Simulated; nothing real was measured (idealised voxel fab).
Process module name: voxel fin reveal
The cross-section shown here is cut; it is 170 nm wide and divided into square cells measuring 5 nm on a side.
Heads up, the way a cross-section reads in here is a grid of square cells, handed over as bands from the top down, with every band being one or more rows of cells. The entry gives the band's vertical extent as a top height and a bottom height in nm, then its horizontal make-up as materials from left to right, each with a width in nm. "empty" stands for empty space; a single material marked "all across" fills the band edge to edge. Ref level 0: as-received wafer is one material below here. Bottom band extends down with no lower bound ("0 down"). You'd read "30 to 40" like this: the band's top row of cells is as wide as the first number, its bottom row is as wide as the second, and going down, every row changes width by the same amount as the row before did. The cross-section has no changed cell in any step marked "no modifications". What "Unvented voids" gives you is every empty space of 8 cells or more that is cut off from the top. Each appears as width x height at distance, with the distance taken from the left edge and width, height and distance all in nm. Formally, on a step line, whatever follows the settings is a remark that the simulator itself makes on the step. You can add "overlay nm" to a step's line. For a step with a mask, it describes how far the mask lay to the right of its planned position, and a negative number describes a lay to the left.
# Steps planned for the process
1) RECEIVE | material Si
2) CONFORMAL_DEP | material SiN | thk nm 5
3) PATTERN | tone cover | mask id FINS | material resist | width nm 15 | pitch nm 35 | thk nm 15 | overlay nm 0
4) DIRECTIONAL_ETCH | etch materials SiN | depth nm 5
5) DIRECTIONAL_ETCH | etch materials Si | depth nm 40
6) STRIP | etch materials resist
7) OXIDIZE | depth nm 5
8) FILL_DEP | material SiO2 | thk nm 5
9) CMP | height nm 5
10) SELECTIVE_ETCH | etch materials SiO2 | depth nm 30
11) STRIP | etch materials SiN
12) CONFORMAL_DEP | material HfO2 | thk nm 5
# Here's what the wafer looked like in cross-section when it arrived - that's after step 1
- 0 down: Si all across
- Unvented voids: none
# First of two wafers: cross-section at end of module, run per plan
- 5 to 0: 40 empty, 15 HfO2, 20 empty, 15 HfO2, 20 empty, 15 HfO2, 45 empty
- 0 to -20: 40 empty, 5 HfO2, 5 Si, 5 HfO2, 20 empty, 5 HfO2, 5 Si, 5 HfO2, 20 empty, 5 HfO2, 5 Si, 5 HfO2, 45 empty
- -20 to -25: 45 HfO2, 5 Si, 30 HfO2, 5 Si, 30 HfO2, 5 Si, 50 HfO2
- -25 to -45: 45 SiO2, 5 Si, 30 SiO2, 5 Si, 30 SiO2, 5 Si, 50 SiO2
- -45 down: Si all across
- Unvented voids: none
# Cross-sectional view: second of two wafers, end of module; start and plan identical to the first, one mistake in running
- 5 to 0: 40 empty, 15 HfO2, 20 empty, 15 HfO2, 20 empty, 15 HfO2, 45 empty
- 0 to -20: 40 empty, 5 HfO2, 5 Si, 5 HfO2, 20 empty, 5 HfO2, 5 Si, 5 HfO2, 20 empty, 5 HfO2, 5 Si, 5 HfO2, 45 empty
- -20 to -25: 15 HfO2, 25 empty, 5 HfO2, 5 Si, 5 HfO2, 20 empty, 5 HfO2, 5 Si, 5 HfO2, 20 empty, 5 HfO2, 5 Si, 5 HfO2, 25 empty, 20 HfO2
- -25 to -30: 10 SiO2, 35 HfO2, 5 Si, 30 HfO2, 5 Si, 30 HfO2, 5 Si, 35 HfO2, 15 SiO2
- -30 to -45: 45 SiO2, 5 Si, 30 SiO2, 5 Si, 30 SiO2, 5 Si, 50 SiO2
- -45 down: Si all across
- Unvented voids: none
Nonconformance to the process plan: steps 10 and 11 traded places in the executed sequence
It is noted that, at the conclusion of processing, the second wafer exhibits a higher or lower cell count for certain materials relative to the first: 8 more of HfO2, 26 fewer of SiO2
